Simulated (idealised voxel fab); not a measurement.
Title: Process Module voxel ribs on slabs
Square cells of 5 nm make up the cross-section cut, whose width is 205 nm.
This document writes a cross-section as a grid whose cells are square, and gives it as bands, listed from the top down; one or more rows of cells form a band. Look at the band entry: it leads with the top's height and the bottom's height in nm. Then it lists the materials left to right, with a width in nm for each. The word "everywhere" on a single material says that material fills the band edge to edge. The word "blank" is empty space. Heads up on the height convention: 0 is the point under which the incoming wafer is all one material, and the lowest band has no bottom, it just keeps going down, like "from 0 down". Width "30->40": first value at the band's top row of cells, second value at its bottom row, equal change from row to row. Take "no alterations made" at face value: in the step it is given for, the cross-section changed in none of its cells. The list in "Enclosed empty spaces" covers empty spaces of 8 cells or more that cannot reach the top through any open way, and it gives each as width x height at distance; the distance is from the left edge, and width, height and distance are in nm. On a step's line, text after the settings is the simulator commenting on that step. When a step includes a mask, the "overlay nm" setting on its line states how far to the right of its planned place that mask lay, and negative values state how far to the left.
## These are the steps we planned for the process
| 1 | RECEIVE with material Si |
| 2 | DIRECTIONAL_DEP with material SiO2, thk nm 25 |
| 3 | DIRECTIONAL_DEP with material polySi, thk nm 20 |
| 4 | PATTERN with tone cover, mask id RIB, material resist, width nm 30, thk nm 20, overlay nm 0 |
| 5 | DIRECTIONAL_ETCH with etch materials polySi, depth nm 10 |
| 6 | STRIP with etch materials resist |
| 7 | MASKED_ETCH with tone cover, mask id SLAB, width nm 60, etch materials polySi, depth nm 10, overlay nm 0 |
| 8 | FILL_DEP with material SiO2, thk nm 25 |
| 9 | CMP with height nm 60 |
| 10 | DIRECTIONAL_DEP with material TiN, thk nm 5 |
| 11 | PATTERN with tone cover, mask id HEATER, material resist, width nm 40, thk nm 20, overlay nm 0 |
| 12 | DIRECTIONAL_ETCH with etch materials TiN, depth nm 5 |
| 13 | STRIP with etch materials resist |
| 14 | CONFORMAL_DEP with material SiO2, thk nm 10 |
## On the first of the two wafers: run conducted according to plan
## Cross-section of the incoming wafer, state after step 1
> from 0 down: Si everywhere
> Enclosed empty spaces: none
## Cross-section through the wafer, step 2 finished
> from 25 to 0: SiO2 everywhere
> Whatever lies below 0 is exactly as it was before.
## Cross-section through the wafer, step 3 finished
> from 45 to 25: polySi everywhere
> Whatever lies below 25 is exactly as it was before.
## Cross-section through the wafer, step 4 finished
> from 65 to 45: blank 85 nm / resist 30 nm / blank 90 nm
> Whatever lies below 45 is exactly as it was before.
## Cross-section through the wafer, step 5 finished
> from 65 to 45: blank 85 nm / resist 30 nm / blank 90 nm
> from 45 to 35: blank 85 nm / polySi 30 nm / blank 90 nm
> Whatever lies below 35 is exactly as it was before.
## Cross-section through the wafer, step 6 finished
> from 45 to 35: blank 85 nm / polySi 30 nm / blank 90 nm
> Whatever lies below 35 is exactly as it was before.
## Cross-section through the wafer, step 7 finished
> from 45 to 35: blank 85 nm / polySi 30 nm / blank 90 nm
> from 35 to 25: blank 70 nm / polySi 60 nm / blank 75 nm
> Whatever lies below 25 is exactly as it was before.
## Cross-section through the wafer, step 8 finished
> from 70 to 45: SiO2 everywhere
> from 45 to 35: SiO2 85 nm / polySi 30 nm / SiO2 90 nm
> from 35 to 25: SiO2 70 nm / polySi 60 nm / SiO2 75 nm
> Whatever lies below 25 is exactly as it was before.
## Cross-section through the wafer, step 9 finished
> from 60 to 45: SiO2 everywhere
> Whatever lies below 45 is exactly as it was before.
## Cross-section through the wafer, step 10 finished
> from 65 to 60: TiN everywhere
> Whatever lies below 60 is exactly as it was before.
## Cross-section through the wafer, step 11 finished
> from 85 to 65: blank 80 nm / resist 40 nm / blank 85 nm
> Whatever lies below 65 is exactly as it was before.
## Cross-section through the wafer, step 12 finished
> from 85 to 65: blank 80 nm / resist 40 nm / blank 85 nm
> from 65 to 60: blank 80 nm / TiN 40 nm / blank 85 nm
> Whatever lies below 60 is exactly as it was before.
## Cross-section through the wafer, step 13 finished
> from 65 to 60: blank 80 nm / TiN 40 nm / blank 85 nm
> Whatever lies below 60 is exactly as it was before.
## Cross-section through the wafer, step 14 finished
> from 75 to 70: blank 70 nm / SiO2 60 nm / blank 75 nm
> from 70 to 65: SiO2 everywhere
> from 65 to 60: SiO2 80 nm / TiN 40 nm / SiO2 85 nm
> Whatever lies below 60 is exactly as it was before.
## For the second wafer, take the first wafer's start and plan, then add one mistake made in running it; everything through step 13, that step included, is shared with the first
Second wafer at the planned finish of step 14, seen in cross-section: no alterations made
What went wrong in running the wafer? not run: step 14 of the plan (skipped)
Cell-count delta at end, second wafer over first, by material: -86 SiO2
